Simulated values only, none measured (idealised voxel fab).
Process module in this document: voxel transistor to metal
We display cut, a cross-section 150 nm in width whose square cells are each 5 nm.
A cross-section is a grid of square cells, given in bands from the top down. A band is one or more rows of cells. Band: top and bottom heights (nm) first, top before bottom; then materials from left to right, widths in nm. "edge to edge" marks a sole material filling the band edge to edge. "blank" denotes empty space. Height is counted from the level 0, under which the received wafer is composed throughout of one material. The lowest of the bands is not closed at the bottom but continues downward, in the notation "from 0 down". You'd read "30..40" like this: the band's top row of cells is as wide as the first number, its bottom row is as wide as the second, and going down, every row changes width by the same amount as the row before did. "no change" -> step changed no cross-section cell. In the "Fully enclosed voids" entry, you get each enclosed empty space of 8 cells or more, one with no open way to the top, written width x height at distance, distance from the left edge, in nm. after a step's settings: what the simulator itself notes on the step. overlay nm: step with mask; distance mask lay right of planned place; negative value = left of planned place. The remainder of this document consists of a sequence of paired cross-sections. Each pair presents the cross-section prior to one process step together with the cross-section following it, the latter being rendered only as deep as the lowest band that underwent change. The intervening step, together with its settings, is stated beneath each pair. Because the pairs may originate from different runs of this module on the same starting wafer, a given pair is to be read as continuing from the preceding pair only where its entry headed "Structure before processing" so indicates.
STRUCTURE BEFORE PROCESSING
  from 60 to 55: SiCN edge to edge
  from 55 to 30: lowk=20, then TiN=5, then Cu=10, then TiN=5, then lowk=70, then TiN=5, then Cu=10, then TiN=5, then lowk=20
  from 30 to 25: SiCN=20, then TiN=20, then SiCN=70, then TiN=20, then SiCN=20
  from 25 to 10: SiO2=20, then TiN=5, then W=10, then TiN=5, then SiO2=70, then TiN=5, then W=10, then TiN=5, then SiO2=20
  from 10 to 5: SiO2=20, then TiN=5, then W=10, then TiN=5, then SiO2=5, then SiN=10, then HfO2=5, then TiN=5, then W=20, then TiN=5, then HfO2=5, then SiN=10, then SiO2=5, then TiN=5, then W=10, then TiN=5, then SiO2=20
  from 5 to 0: SiO2=20, then TiN=5, then W=10, then TiN=5, then SiO2=5, then SiN=10, then HfO2=5, then TiN=30, then HfO2=5, then SiN=10, then SiO2=5, then TiN=5, then W=10, then TiN=5, then SiO2=20
  from 0 to -5: SiO2=5, then SiN=10, then SiO2=5, then TiN=20, then nSi=5, then SiO2=10, then HfO2=40, then SiO2=10, then nSi=5, then TiN=20, then SiO2=5, then SiN=10, then SiO2=5
  from -5 to -10: SiO2=20, then TiN=5, then nSi=20, then Si=60, then nSi=20, then TiN=5, then SiO2=20
  from -10 to -40: SiO2=15, then Si=120, then SiO2=15
  from -40 down: Si edge to edge
  Fully enclosed voids: none
RESULTING STRUCTURE
  from 85 to 60: lowk edge to edge
  Lower than 60, everything is as it was.
  Fully enclosed voids: none
Quick note on the step between the two cross-sections above: DIRECTIONAL_DEP with material lowk, thk nm 25
Structure before processing: after-state, pair directly above.
RESULTING STRUCTURE
  from 95 to 85: aC edge to edge
  Lower than 85, everything is as it was.
  Fully enclosed voids: none
Quick note on the step between the two cross-sections above: DIRECTIONAL_DEP with material aC, thk nm 10
Structure before processing: after-state, pair directly above.
RESULTING STRUCTURE
  from 125 to 95: resist=20, then blank=20, then resist=70, then blank=20, then resist=20
  Lower than 95, everything is as it was.
  Fully enclosed voids: none
Quick note on the step between the two cross-sections above: PATTERN with tone open, mask id METAL_2, material resist, width nm 20, pitch nm 90, thk nm 30, overlay nm 0
Structure before processing: after-state, pair directly above.
RESULTING STRUCTURE
  from 115 to 95: resist=20, then blank=20, then resist=70, then blank=20, then resist=20
  from 95 to 85: aC=20, then blank=20, then aC=70, then blank=20, then aC=20
  Lower than 85, everything is as it was.
  Fully enclosed voids: none
Quick note on the step between the two cross-sections above: DIRECTIONAL_ETCH with etch materials aC, depth nm 10
Structure before processing: after-state, pair directly above.
RESULTING STRUCTURE
  from 95 to 85: aC=20, then blank=20, then aC=70, then blank=20, then aC=20
  Lower than 85, everything is as it was.
  Fully enclosed voids: none
Quick note on the step between the two cross-sections above: STRIP with etch materials resist
Structure before processing: after-state, pair directly above.
RESULTING STRUCTURE
  from 95 to 85: aC=20, then blank=20, then aC=70, then blank=20, then aC=20
  from 85 to 70: lowk=20, then blank=20, then lowk=70, then blank=20, then lowk=20
  Lower than 70, everything is as it was.
  Fully enclosed voids: none
Quick note on the step between the two cross-sections above: DIRECTIONAL_ETCH with etch materials lowk, depth nm 15
Structure before processing: after-state, pair directly above.
RESULTING STRUCTURE
  from 85 to 70: lowk=20, then blank=20, then lowk=70, then blank=20, then lowk=20
  Lower than 70, everything is as it was.
  Fully enclosed voids: none
Quick note on the step between the two cross-sections above: STRIP with etch materials aC
Structure before processing: after-state, pair directly above.
RESULTING STRUCTURE
  from 100 to 85: aC=20, then blank=20, then aC=70, then blank=20, then aC=20
  from 85 to 70: lowk=20, then aC=20, then lowk=70, then aC=20, then lowk=20
  Lower than 70, everything is as it was.
  Fully enclosed voids: none
Quick note on the step between the two cross-sections above: DIRECTIONAL_DEP with material aC, thk nm 15
Structure before processing: after-state, pair directly above.
RESULTING STRUCTURE
  from 130 to 100: resist=20, then blank=15, then resist=75, then blank=15, then resist=25
  from 100 to 85: aC=20, then blank=15, then resist=5, then aC=70, then blank=15, then resist=5, then aC=20
  Lower than 85, everything is as it was.
  Fully enclosed voids: none
Quick note on the step between the two cross-sections above: PATTERN with tone open, mask id METAL_2_HOLES, material resist, width nm 15, pitch nm 90, thk nm 30, overlay nm 0
Structure before processing: after-state, pair directly above.
RESULTING STRUCTURE
  from 115 to 100: resist=20, then blank=15, then resist=75, then blank=15, then resist=25
  from 100 to 85: aC=20, then blank=15, then resist=5, then aC=70, then blank=15, then resist=5, then aC=20
  from 85 to 70: lowk=20, then blank=15, then aC=5, then lowk=70, then blank=15, then aC=5, then lowk=20
  Lower than 70, everything is as it was.
  Fully enclosed voids: none
Quick note on the step between the two cross-sections above: DIRECTIONAL_ETCH with etch materials aC, depth nm 15
Structure before processing: after-state, pair directly above.
RESULTING STRUCTURE
  from 100 to 85: aC=20, then blank=20, then aC=70, then blank=20, then aC=20
  Lower than 85, everything is as it was.
  Fully enclosed voids: none
Quick note on the step between the two cross-sections above: STRIP with etch materials resist
Structure before processing: after-state, pair directly above.
RESULTING STRUCTURE
  from 100 to 85: aC=20, then blank=20, then aC=70, then blank=20, then aC=20
  from 85 to 70: lowk=20, then blank=15, then aC=5, then lowk=70, then blank=15, then aC=5, then lowk=20
  from 70 to 60: lowk=20, then blank=15, then lowk=75, then blank=15, then lowk=25
  Lower than 60, everything is as it was.
  Fully enclosed voids: none
Quick note on the step between the two cross-sections above: DIRECTIONAL_ETCH with etch materials lowk, depth nm 10
Structure before processing: after-state, pair directly above.
RESULTING STRUCTURE
  from 100 to 85: aC=20, then blank=20, then aC=70, then blank=20, then aC=20
  from 85 to 70: lowk=20, then blank=15, then aC=5, then lowk=70, then blank=15, then aC=5, then lowk=20
  from 70 to 60: lowk=20, then blank=15, then lowk=75, then blank=15, then lowk=25
  from 60 to 55: SiCN=20, then blank=15, then SiCN=75, then blank=15, then SiCN=25
  Lower than 55, everything is as it was.
  Fully enclosed voids: none
Quick note on the step between the two cross-sections above: DIRECTIONAL_ETCH with etch materials SiCN, depth nm 5
Structure before processing: after-state, pair directly above.
RESULTING STRUCTURE
  from 85 to 70: lowk=20, then blank=20, then lowk=70, then blank=20, then lowk=20
  Lower than 70, everything is as it was.
  Fully enclosed voids: none
Quick note on the step between the two cross-sections above: STRIP with etch materials aC
Structure before processing: after-state, pair directly above.
RESULTING STRUCTURE
  from 90 to 85: TiN=25, then blank=10, then TiN=80, then blank=10, then TiN=25
  from 85 to 75: lowk=20, then TiN=5, then blank=10, then TiN=5, then lowk=70, then TiN=5, then blank=10, then TiN=5, then lowk=20
  from 75 to 70: lowk=20, then TiN=5, then blank=5, then TiN=10, then lowk=70, then TiN=5, then blank=5, then TiN=10, then lowk=20
  from 70 to 60: lowk=20, then TiN=5, then blank=5, then TiN=5, then lowk=75, then TiN=5, then blank=5, then TiN=5, then lowk=25
  from 60 to 55: SiCN=20, then TiN=15, then SiCN=75, then TiN=15, then SiCN=25
  Lower than 55, everything is as it was.
  Fully enclosed voids: none
Quick note on the step between the two cross-sections above: CONFORMAL_DEP with material TiN, thk nm 5
Structure before processing: after-state, pair directly above.
RESULTING STRUCTURE
  from 100 to 90: Ru edge to edge
  from 90 to 85: TiN=25, then Ru=10, then TiN=80, then Ru=10, then TiN=25
  from 85 to 75: lowk=20, then TiN=5, then Ru=10, then TiN=5, then lowk=70, then TiN=5, then Ru=10, then TiN=5, then lowk=20
  from 75 to 70: lowk=20, then TiN=5, then Ru=5, then TiN=10, then lowk=70, then TiN=5, then Ru=5, then TiN=10, then lowk=20
  from 70 to 60: lowk=20, then TiN=5, then Ru=5, then TiN=5, then lowk=75, then TiN=5, then Ru=5, then TiN=5, then lowk=25
  Lower than 60, everything is as it was.
  Fully enclosed voids: none
Quick note on the step between the two cross-sections above: FILL_DEP with material Ru, thk nm 10
Structure before processing: after-state, pair directly above.
RESULTING STRUCTURE
  from 85 to 75: lowk=20, then TiN=5, then Ru=10, then TiN=5, then lowk=70, then TiN=5, then Ru=10, then TiN=5, then lowk=20
  Lower than 75, everything is as it was.
  Fully enclosed voids: none
Quick note on the step between the two cross-sections above: CMP with height nm 85
Structure before processing: after-state, pair directly above.
RESULTING STRUCTURE
  from 90 to 85: SiN edge to edge
  Lower than 85, everything is as it was.
  Fully enclosed voids: none
Quick note on the step between the two cross-sections above: CONFORMAL_DEP with material SiN, thk nm 5
STRUCTURE BEFORE PROCESSING
  from 60 to 55: SiCN edge to edge
  from 55 to 30: lowk=20, then TiN=5, then Cu=10, then TiN=5, then lowk=70, then TiN=5, then Cu=10, then TiN=5, then lowk=20
  from 30 to 25: SiCN=20, then TiN=20, then SiCN=70, then TiN=20, then SiCN=20
  from 25 to 10: SiO2=20, then TiN=5, then W=10, then TiN=5, then SiO2=70, then TiN=5, then W=10, then TiN=5, then SiO2=20
  from 10 to 0: SiO2=20, then TiN=5, then W=10, then TiN=5, then SiO2=5, then SiN=10, then HfO2=5, then TiN=5, then W=20, then TiN=5, then HfO2=5, then SiN=10, then SiO2=5, then TiN=5, then W=10, then TiN=5, then SiO2=20
  from 0 to -5: SiO2=20, then TiN=5, then W=10, then TiN=5, then SiO2=5, then SiN=10, then HfO2=5, then TiN=30, then HfO2=5, then SiN=10, then SiO2=5, then TiN=5, then W=10, then TiN=5, then SiO2=20
  from -5 to -10: SiO2=20, then TiN=20, then nSi=5, then SiO2=10, then HfO2=40, then SiO2=10, then nSi=5, then TiN=20, then SiO2=20
  from -10 to -15: SiO2=15, then nSi=30, then Si=60, then nSi=30, then SiO2=15
  from -15 to -40: SiO2=15, then Si=120, then SiO2=15
  from -40 down: Si edge to edge
  Fully enclosed voids: none
RESULTING STRUCTURE
  from 80 to 60: lowk edge to edge
  Lower than 60, everything is as it was.
  Fully enclosed voids: none
Quick note on the step between the two cross-sections above: DIRECTIONAL_DEP with material lowk, thk nm 20
Structure before processing: after-state, pair directly above.
RESULTING STRUCTURE
  from 90 to 80: aC edge to edge
  Lower than 80, everything is as it was.
  Fully enclosed voids: none
Quick note on the step between the two cross-sections above: DIRECTIONAL_DEP with material aC, thk nm 10
Structure before processing: after-state, pair directly above.
RESULTING STRUCTURE
  from 120 to 90: resist=20, then blank=20, then resist=70, then blank=20, then resist=20
  Lower than 90, everything is as it was.
  Fully enclosed voids: none
Quick note on the step between the two cross-sections above: PATTERN with tone open, mask id METAL_2, material resist, width nm 20, pitch nm 90, thk nm 30, overlay nm 0
Structure before processing: after-state, pair directly above.
RESULTING STRUCTURE
  from 110 to 90: resist=20, then blank=20, then resist=70, then blank=20, then resist=20
  from 90 to 80: aC=20, then blank=20, then aC=70, then blank=20, then aC=20
  Lower than 80, everything is as it was.
  Fully enclosed voids: none
Quick note on the step between the two cross-sections above: DIRECTIONAL_ETCH with etch materials aC, depth nm 10
Structure before processing: after-state, pair directly above.
RESULTING STRUCTURE
  from 90 to 80: aC=20, then blank=20, then aC=70, then blank=20, then aC=20
  Lower than 80, everything is as it was.
  Fully enclosed voids: none
Quick note on the step between the two cross-sections above: STRIP with etch materials resist
Structure before processing: after-state, pair directly above.
RESULTING STRUCTURE
  from 90 to 80: aC=20, then blank=20, then aC=70, then blank=20, then aC=20
  from 80 to 65: lowk=20, then blank=20, then lowk=70, then blank=20, then lowk=20
  Lower than 65, everything is as it was.
  Fully enclosed voids: none
Quick note on the step between the two cross-sections above: DIRECTIONAL_ETCH with etch materials lowk, depth nm 15
Structure before processing: after-state, pair directly above.
RESULTING STRUCTURE
  from 80 to 65: lowk=20, then blank=20, then lowk=70, then blank=20, then lowk=20
  Lower than 65, everything is as it was.
  Fully enclosed voids: none
Quick note on the step between the two cross-sections above: STRIP with etch materials aC
Structure before processing: after-state, pair directly above.
RESULTING STRUCTURE
  from 95 to 80: aC=20, then blank=20, then aC=70, then blank=20, then aC=20
  from 80 to 65: lowk=20, then aC=20, then lowk=70, then aC=20, then lowk=20
  Lower than 65, everything is as it was.
  Fully enclosed voids: none
Quick note on the step between the two cross-sections above: DIRECTIONAL_DEP with material aC, thk nm 15
Structure before processing: after-state, pair directly above.
RESULTING STRUCTURE
  from 125 to 95: resist=20, then blank=15, then resist=75, then blank=15, then resist=25
  from 95 to 80: aC=20, then blank=15, then resist=5, then aC=70, then blank=15, then resist=5, then aC=20
  Lower than 80, everything is as it was.
  Fully enclosed voids: none
Quick note on the step between the two cross-sections above: PATTERN with tone open, mask id METAL_2_HOLES, material resist, width nm 15, pitch nm 90, thk nm 30, overlay nm 0
Structure before processing: after-state, pair directly above.
RESULTING STRUCTURE
  from 110 to 95: resist=20, then blank=15, then resist=75, then blank=15, then resist=25
  from 95 to 80: aC=20, then blank=15, then resist=5, then aC=70, then blank=15, then resist=5, then aC=20
  from 80 to 65: lowk=20, then blank=15, then aC=5, then lowk=70, then blank=15, then aC=5, then lowk=20
  Lower than 65, everything is as it was.
  Fully enclosed voids: none
Quick note on the step between the two cross-sections above: DIRECTIONAL_ETCH with etch materials aC, depth nm 15
Structure before processing: after-state, pair directly above.
RESULTING STRUCTURE
  from 95 to 80: aC=20, then blank=20, then aC=70, then blank=20, then aC=20
  Lower than 80, everything is as it was.
  Fully enclosed voids: none
Quick note on the step between the two cross-sections above: STRIP with etch materials resist
Structure before processing: after-state, pair directly above.
RESULTING STRUCTURE
  from 95 to 80: aC=20, then blank=20, then aC=70, then blank=20, then aC=20
  from 80 to 65: lowk=20, then blank=15, then aC=5, then lowk=70, then blank=15, then aC=5, then lowk=20
  from 65 to 60: lowk=20, then blank=15, then lowk=75, then blank=15, then lowk=25
  Lower than 60, everything is as it was.
  Fully enclosed voids: none
Quick note on the step between the two cross-sections above: DIRECTIONAL_ETCH with etch materials lowk, depth nm 10
Structure before processing: after-state, pair directly above.
RESULTING STRUCTURE
  from 95 to 80: aC=20, then blank=20, then aC=70, then blank=20, then aC=20
  from 80 to 65: lowk=20, then blank=15, then aC=5, then lowk=70, then blank=15, then aC=5, then lowk=20
  from 65 to 60: lowk=20, then blank=15, then lowk=75, then blank=15, then lowk=25
  from 60 to 55: SiCN=20, then blank=15, then SiCN=75, then blank=15, then SiCN=25
  Lower than 55, everything is as it was.
  Fully enclosed voids: none
Quick note on the step between the two cross-sections above: DIRECTIONAL_ETCH with etch materials SiCN, depth nm 5
Structure before processing: after-state, pair directly above.
RESULTING STRUCTURE
  from 80 to 65: lowk=20, then blank=20, then lowk=70, then blank=20, then lowk=20
  Lower than 65, everything is as it was.
  Fully enclosed voids: none
Quick note on the step between the two cross-sections above: STRIP with etch materials aC
Structure before processing: after-state, pair directly above.
RESULTING STRUCTURE
  from 85 to 80: TiN=25, then blank=10, then TiN=80, then blank=10, then TiN=25
  from 80 to 70: lowk=20, then TiN=5, then blank=10, then TiN=5, then lowk=70, then TiN=5, then blank=10, then TiN=5, then lowk=20
  from 70 to 60: lowk=20, then TiN=5, then blank=5, then TiN=10..5, then lowk=70..75, then TiN=5, then blank=5, then TiN=10..5, then lowk=20..25
  from 60 to 55: SiCN=20, then TiN=15, then SiCN=75, then TiN=15, then SiCN=25
  Lower than 55, everything is as it was.
  Fully enclosed voids: none
Quick note on the step between the two cross-sections above: CONFORMAL_DEP with material TiN, thk nm 5
Structure before processing: after-state, pair directly above.
RESULTING STRUCTURE
  from 95 to 85: Ru edge to edge
  from 85 to 80: TiN=25, then Ru=10, then TiN=80, then Ru=10, then TiN=25
  from 80 to 70: lowk=20, then TiN=5, then Ru=10, then TiN=5, then lowk=70, then TiN=5, then Ru=10, then TiN=5, then lowk=20
  from 70 to 60: lowk=20, then TiN=5, then Ru=5, then TiN=10..5, then lowk=70..75, then TiN=5, then Ru=5, then TiN=10..5, then lowk=20..25
  Lower than 60, everything is as it was.
  Fully enclosed voids: none
Quick note on the step between the two cross-sections above: FILL_DEP with material Ru, thk nm 10
Structure before processing: after-state, pair directly above.
RESULTING STRUCTURE
  from 85 to 80: TiN=25, then Ru=10, then TiN=80, then Ru=10, then TiN=25
  Lower than 80, everything is as it was.
  Fully enclosed voids: none
Quick note on the step between the two cross-sections above: CMP with height nm 85
Structure before processing: after-state, pair directly above.
RESULTING STRUCTURE
  from 90 to 85: SiN edge to edge
  Lower than 85, everything is as it was.
  Fully enclosed voids: none
Quick note on the step between the two cross-sections above: CONFORMAL_DEP with material SiN, thk nm 5
STRUCTURE BEFORE PROCESSING
  from 95 to 85: aC edge to edge
  from 85 to 60: lowk edge to edge
  from 60 to 55: SiCN edge to edge
  from 55 to 30: lowk=20, then TiN=5, then Cu=10, then TiN=5, then lowk=70, then TiN=5, then Cu=10, then TiN=5, then lowk=20
  from 30 to 25: SiCN=20, then TiN=20, then SiCN=70, then TiN=20, then SiCN=20
  from 25 to 10: SiO2=20, then TiN=5, then W=10, then TiN=5, then SiO2=70, then TiN=5, then W=10, then TiN=5, then SiO2=20
  from 10 to 0: SiO2=20, then TiN=5, then W=10, then TiN=5, then SiO2=5, then SiN=10, then HfO2=5, then TiN=5, then W=20, then TiN=5, then HfO2=5, then SiN=10, then SiO2=5, then TiN=5, then W=10, then TiN=5, then SiO2=20
  from 0 to -5: SiO2=20, then TiN=5, then W=10, then TiN=5, then SiO2=5, then SiN=10, then HfO2=5, then TiN=30, then HfO2=5, then SiN=10, then SiO2=5, then TiN=5, then W=10, then TiN=5, then SiO2=20
  from -5 to -10: SiO2=20, then TiN=20, then nSi=5, then SiO2=10, then HfO2=40, then SiO2=10, then nSi=5, then TiN=20, then SiO2=20
  from -10 to -15: SiO2=15, then nSi=30, then Si=60, then nSi=30, then SiO2=15
  from -15 to -40: SiO2=15, then Si=120, then SiO2=15
  from -40 down: Si edge to edge
  Fully enclosed voids: none
RESULTING STRUCTURE
  from 125 to 95: resist=15, then blank=30, then resist=60, then blank=30, then resist=15
  Lower than 95, everything is as it was.
  Fully enclosed voids: none
Quick note on the step between the two cross-sections above: PATTERN with tone open, mask id METAL_2, material resist, width nm 30, pitch nm 90, thk nm 30, overlay nm 0
Structure before processing: after-state, pair directly above.
RESULTING STRUCTURE
  from 115 to 95: resist=15, then blank=30, then resist=60, then blank=30, then resist=15
  from 95 to 85: aC=15, then blank=30, then aC=60, then blank=30, then aC=15
  Lower than 85, everything is as it was.
  Fully enclosed voids: none
Quick note on the step between the two cross-sections above: DIRECTIONAL_ETCH with etch materials aC, depth nm 10
Structure before processing: after-state, pair directly above.
RESULTING STRUCTURE
  from 95 to 85: aC=15, then blank=30, then aC=60, then blank=30, then aC=15
  Lower than 85, everything is as it was.
  Fully enclosed voids: none
Quick note on the step between the two cross-sections above: STRIP with etch materials resist
Structure before processing: after-state, pair directly above.
RESULTING STRUCTURE
  from 95 to 85: aC=15, then blank=30, then aC=60, then blank=30, then aC=15
  from 85 to 70: lowk=15, then blank=30, then lowk=60, then blank=30, then lowk=15
  Lower than 70, everything is as it was.
  Fully enclosed voids: none
Quick note on the step between the two cross-sections above: DIRECTIONAL_ETCH with etch materials lowk, depth nm 15
Structure before processing: after-state, pair directly above.
RESULTING STRUCTURE
  from 85 to 70: lowk=15, then blank=30, then lowk=60, then blank=30, then lowk=15
  Lower than 70, everything is as it was.
  Fully enclosed voids: none
Quick note on the step between the two cross-sections above: STRIP with etch materials aC
Structure before processing: after-state, pair directly above.
RESULTING STRUCTURE
  from 100 to 85: aC=15, then blank=30, then aC=60, then blank=30, then aC=15
  from 85 to 70: lowk=15, then aC=30, then lowk=60, then aC=30, then lowk=15
  Lower than 70, everything is as it was.
  Fully enclosed voids: none
Quick note on the step between the two cross-sections above: DIRECTIONAL_DEP with material aC, thk nm 15
Structure before processing: after-state, pair directly above.
RESULTING STRUCTURE
  from 130 to 100: resist=20, then blank=15, then resist=75, then blank=15, then resist=25
  from 100 to 85: aC=15, then resist=5, then blank=15, then resist=10, then aC=60, then resist=5, then blank=15, then resist=10, then aC=15
  Lower than 85, everything is as it was.
  Fully enclosed voids: none
Quick note on the step between the two cross-sections above: PATTERN with tone open, mask id METAL_2_HOLES, material resist, width nm 15, pitch nm 90, thk nm 30, overlay nm 0
Structure before processing: after-state, pair directly above.
RESULTING STRUCTURE
  from 115 to 100: resist=20, then blank=15, then resist=75, then blank=15, then resist=25
  from 100 to 85: aC=15, then resist=5, then blank=15, then resist=10, then aC=60, then resist=5, then blank=15, then resist=10, then aC=15
  from 85 to 70: lowk=15, then aC=5, then blank=15, then aC=10, then lowk=60, then aC=5, then blank=15, then aC=10, then lowk=15
  Lower than 70, everything is as it was.
  Fully enclosed voids: none
Quick note on the step between the two cross-sections above: DIRECTIONAL_ETCH with etch materials aC, depth nm 15
Structure before processing: after-state, pair directly above.
RESULTING STRUCTURE
  from 100 to 85: aC=15, then blank=30, then aC=60, then blank=30, then aC=15
  Lower than 85, everything is as it was.
  Fully enclosed voids: none
Quick note on the step between the two cross-sections above: STRIP with etch materials resist
Structure before processing: after-state, pair directly above.
RESULTING STRUCTURE
  from 100 to 85: aC=15, then blank=30, then aC=60, then blank=30, then aC=15
  from 85 to 70: lowk=15, then aC=5, then blank=15, then aC=10, then lowk=60, then aC=5, then blank=15, then aC=10, then lowk=15
  from 70 to 60: lowk=20, then blank=15, then lowk=75, then blank=15, then lowk=25
  Lower than 60, everything is as it was.
  Fully enclosed voids: none
Quick note on the step between the two cross-sections above: DIRECTIONAL_ETCH with etch materials lowk, depth nm 10
Structure before processing: after-state, pair directly above.
RESULTING STRUCTURE
  from 100 to 85: aC=15, then blank=30, then aC=60, then blank=30, then aC=15
  from 85 to 70: lowk=15, then aC=5, then blank=15, then aC=10, then lowk=60, then aC=5, then blank=15, then aC=10, then lowk=15
  from 70 to 60: lowk=20, then blank=15, then lowk=75, then blank=15, then lowk=25
  from 60 to 55: SiCN=20, then blank=15, then SiCN=75, then blank=15, then SiCN=25
  Lower than 55, everything is as it was.
  Fully enclosed voids: none
Quick note on the step between the two cross-sections above: DIRECTIONAL_ETCH with etch materials SiCN, depth nm 5
Structure before processing: after-state, pair directly above.
RESULTING STRUCTURE
  from 85 to 70: lowk=15, then blank=30, then lowk=60, then blank=30, then lowk=15
  Lower than 70, everything is as it was.
  Fully enclosed voids: none
Quick note on the step between the two cross-sections above: STRIP with etch materials aC
Structure before processing: after-state, pair directly above.
RESULTING STRUCTURE
  from 90 to 85: TiN=20, then blank=20, then TiN=70, then blank=20, then TiN=20
  from 85 to 75: lowk=15, then TiN=5, then blank=20, then TiN=5, then lowk=60, then TiN=5, then blank=20, then TiN=5, then lowk=15
  from 75 to 70: lowk=15, then TiN=10, then blank=5, then TiN=15, then lowk=60, then TiN=10, then blank=5, then TiN=15, then lowk=15
  from 70 to 60: lowk=20, then TiN=5, then blank=5, then TiN=5, then lowk=75, then TiN=5, then blank=5, then TiN=5, then lowk=25
  from 60 to 55: SiCN=20, then TiN=15, then SiCN=75, then TiN=15, then SiCN=25
  Lower than 55, everything is as it was.
  Fully enclosed voids: none
Quick note on the step between the two cross-sections above: CONFORMAL_DEP with material TiN, thk nm 5
Structure before processing: after-state, pair directly above.
RESULTING STRUCTURE
  from 100 to 90: Ru edge to edge
  from 90 to 85: TiN=20, then Ru=20, then TiN=70, then Ru=20, then TiN=20
  from 85 to 75: lowk=15, then TiN=5, then Ru=20, then TiN=5, then lowk=60, then TiN=5, then Ru=20, then TiN=5, then lowk=15
  from 75 to 70: lowk=15, then TiN=10, then Ru=5, then TiN=15, then lowk=60, then TiN=10, then Ru=5, then TiN=15, then lowk=15
  from 70 to 60: lowk=20, then TiN=5, then Ru=5, then TiN=5, then lowk=75, then TiN=5, then Ru=5, then TiN=5, then lowk=25
  Lower than 60, everything is as it was.
  Fully enclosed voids: none
Quick note on the step between the two cross-sections above: FILL_DEP with material Ru, thk nm 10
Structure before processing: after-state, pair directly above.
RESULTING STRUCTURE
  from 85 to 75: lowk=15, then TiN=5, then Ru=20, then TiN=5, then lowk=60, then TiN=5, then Ru=20, then TiN=5, then lowk=15
  Lower than 75, everything is as it was.
  Fully enclosed voids: none
Quick note on the step between the two cross-sections above: CMP with height nm 85
Structure before processing: after-state, pair directly above.
RESULTING STRUCTURE
  from 90 to 85: SiN edge to edge
  Lower than 85, everything is as it was.
  Fully enclosed voids: none
Quick note on the step between the two cross-sections above: CONFORMAL_DEP with material SiN, thk nm 5
STRUCTURE BEFORE PROCESSING
  from 100 to 85: aC=20, then blank=20, then aC=70, then blank=20, then aC=20
  from 85 to 70: lowk=20, then aC=20, then lowk=70, then aC=20, then lowk=20
  from 70 to 60: lowk edge to edge
  from 60 to 55: SiCN edge to edge
  from 55 to 30: lowk=20, then TiN=5, then Cu=10, then TiN=5, then lowk=70, then TiN=5, then Cu=10, then TiN=5, then lowk=20
  from 30 to 25: SiCN=20, then TiN=20, then SiCN=70, then TiN=20, then SiCN=20
  from 25 to 10: SiO2=20, then TiN=5, then W=10, then TiN=5, then SiO2=70, then TiN=5, then W=10, then TiN=5, then SiO2=20
  from 10 to 0: SiO2=20, then TiN=5, then W=10, then TiN=5, then SiO2=5, then SiN=10, then HfO2=5, then TiN=5, then W=20, then TiN=5, then HfO2=5, then SiN=10, then SiO2=5, then TiN=5, then W=10, then TiN=5, then SiO2=20
  from 0 to -5: SiO2=20, then TiN=5, then W=10, then TiN=5, then SiO2=5, then SiN=10, then HfO2=5, then TiN=30, then HfO2=5, then SiN=10, then SiO2=5, then TiN=5, then W=10, then TiN=5, then SiO2=20
  from -5 to -10: SiO2=20, then TiN=20, then nSi=5, then SiO2=10, then HfO2=40, then SiO2=10, then nSi=5, then TiN=20, then SiO2=20
  from -10 to -15: SiO2=15, then nSi=30, then Si=60, then nSi=30, then SiO2=15
  from -15 to -40: SiO2=15, then Si=120, then SiO2=15
  from -40 down: Si edge to edge
  Fully enclosed voids: none
RESULTING STRUCTURE
  from 130 to 100: resist=15, then blank=15, then resist=75, then blank=15, then resist=30
  from 100 to 85: aC=20, then blank=10, then resist=10, then aC=70, then blank=10, then resist=10, then aC=20
  Lower than 85, everything is as it was.
  Fully enclosed voids: none
Quick note on the step between the two cross-sections above: PATTERN with tone open, mask id METAL_2_HOLES, material resist, width nm 15, pitch nm 90, thk nm 30, overlay nm -5
Structure before processing: after-state, pair directly above.
RESULTING STRUCTURE
  from 115 to 100: resist=15, then blank=15, then resist=75, then blank=15, then resist=30
  from 100 to 85: aC=15, then blank=15, then resist=10, then aC=65, then blank=15, then resist=10, then aC=20
  from 85 to 70: lowk=20, then blank=10, then aC=10, then lowk=70, then blank=10, then aC=10, then lowk=20
  Lower than 70, everything is as it was.
  Fully enclosed voids: none
Quick note on the step between the two cross-sections above: DIRECTIONAL_ETCH with etch materials aC, depth nm 15
Structure before processing: after-state, pair directly above.
RESULTING STRUCTURE
  from 100 to 85: aC=15, then blank=25, then aC=65, then blank=25, then aC=20
  Lower than 85, everything is as it was.
  Fully enclosed voids: none
Quick note on the step between the two cross-sections above: STRIP with etch materials resist
Structure before processing: after-state, pair directly above.
RESULTING STRUCTURE
  from 100 to 85: aC=15, then blank=25, then aC=65, then blank=25, then aC=20
  from 85 to 75: lowk=15, then blank=15, then aC=10, then lowk=65, then blank=15, then aC=10, then lowk=20
  from 75 to 70: lowk=20, then blank=10, then aC=10, then lowk=70, then blank=10, then aC=10, then lowk=20
  from 70 to 60: lowk=20, then blank=10, then lowk=80, then blank=10, then lowk=30
  Lower than 60, everything is as it was.
  Fully enclosed voids: none
Quick note on the step between the two cross-sections above: DIRECTIONAL_ETCH with etch materials lowk, depth nm 10
Structure before processing: after-state, pair directly above.
RESULTING STRUCTURE
  from 100 to 85: aC=15, then blank=25, then aC=65, then blank=25, then aC=20
  from 85 to 75: lowk=15, then blank=15, then aC=10, then lowk=65, then blank=15, then aC=10, then lowk=20
  from 75 to 70: lowk=20, then blank=10, then aC=10, then lowk=70, then blank=10, then aC=10, then lowk=20
  from 70 to 60: lowk=20, then blank=10, then lowk=80, then blank=10, then lowk=30
  from 60 to 55: SiCN=20, then blank=10, then SiCN=80, then blank=10, then SiCN=30
  Lower than 55, everything is as it was.
  Fully enclosed voids: none
Quick note on the step between the two cross-sections above: DIRECTIONAL_ETCH with etch materials SiCN, depth nm 5
Structure before processing: after-state, pair directly above.
RESULTING STRUCTURE
  from 85 to 75: lowk=15, then blank=25, then lowk=65, then blank=25, then lowk=20
  from 75 to 70: lowk=20, then blank=20, then lowk=70, then blank=20, then lowk=20
  Lower than 70, everything is as it was.
  Fully enclosed voids: none
Quick note on the step between the two cross-sections above: STRIP with etch materials aC
Structure before processing: after-state, pair directly above.
RESULTING STRUCTURE
  from 90 to 85: TiN=20, then blank=15, then TiN=75, then blank=15, then TiN=25
  from 85 to 75: lowk=15, then TiN=5..10, then blank=15..10, then TiN=5, then lowk=65, then TiN=5..10, then blank=15..10, then TiN=5, then lowk=20
  from 75 to 70: lowk=20, then TiN=20, then lowk=70, then TiN=20, then lowk=20
  from 70 to 60: lowk=20, then TiN=10, then lowk=80, then TiN=10, then lowk=30
  from 60 to 55: SiCN=20, then TiN=10, then SiCN=80, then TiN=10, then SiCN=30
  Lower than 55, everything is as it was.
  Fully enclosed voids: none
Quick note on the step between the two cross-sections above: CONFORMAL_DEP with material TiN, thk nm 5
